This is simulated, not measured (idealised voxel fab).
process module | voxel tone inversion
cross-section cut | 280 nm wide | cells 5 nm
A cross-section is a grid of square cells, given in bands from the top down. A band is one or more rows of cells.
Each band's line starts with the height of the band's top and of its bottom, in nm. Then come its materials from left to right, each with its width in nm. One material with "throughout" fills the band from edge to edge. "air" is empty space.
Height 0 is the level under which the wafer as received is all one material. The lowest band goes on downwards, as in "0 down".
A width such as "30 to 40" changes by the same amount from each row of cells to the next, from the band's top row to its bottom row.
"no change" after a step means that no cell of the cross-section changed.
closed voids: empty space of 8 cells or more with no open way to the top, each as width x height at its distance from the left edge, in nm
after a step's settings: what the simulator itself notes on the step
overlay nm, on a step with a mask: how far to the right of its planned place the mask lay; to the left if negative
plan
1 op RECEIVE | material Si
2 op CONFORMAL_DEP | material SiN | thk nm 10
3 op DIRECTIONAL_DEP | material aC | thk nm 20
4 op PATTERN | tone cover | mask id POSTS | material resist | width nm 20 | pitch nm 40 | thk nm 30 | overlay nm 0
5 op DIRECTIONAL_ETCH | etch materials aC | depth nm 20
6 op STRIP | etch materials resist
7 op FILL_DEP | material lowk | thk nm 5
8 op CMP | height nm 30
9 op STRIP | etch materials aC
10 op CONFORMAL_DEP | material TiN | thk nm 5
11 op FILL_DEP | material Ru | thk nm 5
12 op CMP | height nm 30
13 op CONFORMAL_DEP | material SiCN | thk nm 5
first wafer, as planned
as received, after step 1
  0 down: Si throughout
  closed voids: none
after step 2
  10 to 0: SiN throughout
  below 0: unchanged
after step 3
  30 to 10: aC throughout
  below 10: unchanged
after step 4
  60 to 30: air 90 | resist 20 | air 20 | resist 20 | air 20 | resist 20 | air 90
  below 30: unchanged
after step 5
  40 to 30: air 90 | resist 20 | air 20 | resist 20 | air 20 | resist 20 | air 90
  30 to 10: air 90 | aC 20 | air 20 | aC 20 | air 20 | aC 20 | air 90
  below 10: unchanged
after step 6
  30 to 10: air 90 | aC 20 | air 20 | aC 20 | air 20 | aC 20 | air 90
  below 10: unchanged
after step 7
  35 to 30: lowk throughout
  30 to 10: lowk 90 | aC 20 | lowk 20 | aC 20 | lowk 20 | aC 20 | lowk 90
  below 10: unchanged
after step 8
  30 to 10: lowk 90 | aC 20 | lowk 20 | aC 20 | lowk 20 | aC 20 | lowk 90
  below 10: unchanged
after step 9
  30 to 10: lowk 90 | air 20 | lowk 20 | air 20 | lowk 20 | air 20 | lowk 90
  below 10: unchanged
after step 10
  35 to 30: TiN 95 | air 10 | TiN 30 | air 10 | TiN 30 | air 10 | TiN 95
  30 to 15: lowk 90 | TiN 5 | air 10 | TiN 5 | lowk 20 | TiN 5 | air 10 | TiN 5 | lowk 20 | TiN 5 | air 10 | TiN 5 | lowk 90
  15 to 10: lowk 90 | TiN 20 | lowk 20 | TiN 20 | lowk 20 | TiN 20 | lowk 90
  below 10: unchanged
after step 11
  40 to 35: Ru throughout
  35 to 30: TiN 95 | Ru 10 | TiN 30 | Ru 10 | TiN 30 | Ru 10 | TiN 95
  30 to 15: lowk 90 | TiN 5 | Ru 10 | TiN 5 | lowk 20 | TiN 5 | Ru 10 | TiN 5 | lowk 20 | TiN 5 | Ru 10 | TiN 5 | lowk 90
  below 15: unchanged
after step 12
  30 to 15: lowk 90 | TiN 5 | Ru 10 | TiN 5 | lowk 20 | TiN 5 | Ru 10 | TiN 5 | lowk 20 | TiN 5 | Ru 10 | TiN 5 | lowk 90
  below 15: unchanged
after step 13
  35 to 30: SiCN throughout
  below 30: unchanged
second wafer: like start, like plan, one mistake. Through step 3 it matches the first wafer
when step 4 should have ended
  60 to 30: air 95 | resist 15 | air 25 | resist 15 | air 25 | resist 15 | air 90
  below 30: unchanged
when step 5 should have ended
  40 to 30: air 95 | resist 15 | air 25 | resist 15 | air 25 | resist 15 | air 90
  30 to 10: air 95 | aC 15 | air 25 | aC 15 | air 25 | aC 15 | air 90
  below 10: unchanged
when step 6 should have ended
  30 to 10: air 95 | aC 15 | air 25 | aC 15 | air 25 | aC 15 | air 90
  below 10: unchanged
when step 7 should have ended
  35 to 30: lowk throughout
  30 to 10: lowk 95 | aC 15 | lowk 25 | aC 15 | lowk 25 | aC 15 | lowk 90
  below 10: unchanged
when step 8 should have ended
  30 to 10: lowk 95 | aC 15 | lowk 25 | aC 15 | lowk 25 | aC 15 | lowk 90
  below 10: unchanged
when step 9 should have ended
  30 to 10: lowk 95 | air 15 | lowk 25 | air 15 | lowk 25 | air 15 | lowk 90
  below 10: unchanged
when step 10 should have ended
  35 to 30: TiN 100 | air 5 | TiN 35 | air 5 | TiN 35 | air 5 | TiN 95
  30 to 15: lowk 95 | TiN 5 | air 5 | TiN 5 | lowk 25 | TiN 5 | air 5 | TiN 5 | lowk 25 | TiN 5 | air 5 | TiN 5 | lowk 90
  15 to 10: lowk 95 | TiN 15 | lowk 25 | TiN 15 | lowk 25 | TiN 15 | lowk 90
  below 10: unchanged
when step 11 should have ended
  40 to 35: Ru throughout
  35 to 30: TiN 100 | Ru 5 | TiN 35 | Ru 5 | TiN 35 | Ru 5 | TiN 95
  30 to 15: lowk 95 | TiN 5 | Ru 5 | TiN 5 | lowk 25 | TiN 5 | Ru 5 | TiN 5 | lowk 25 | TiN 5 | Ru 5 | TiN 5 | lowk 90
  below 15: unchanged
when step 12 should have ended
  30 to 15: lowk 95 | TiN 5 | Ru 5 | TiN 5 | lowk 25 | TiN 5 | Ru 5 | TiN 5 | lowk 25 | TiN 5 | Ru 5 | TiN 5 | lowk 90
  below 15: unchanged
when step 13 should have ended
  35 to 30: SiCN throughout
  below 30: unchanged
what went wrong: step 4 ran as: op PATTERN | tone cover | mask id POSTS | material resist | width nm 15 | pitch nm 40 | thk nm 30 | overlay nm 0
at the end the second wafer has, in cells: 9 fewer of Ru | 3 fewer of TiN | 12 more of lowk
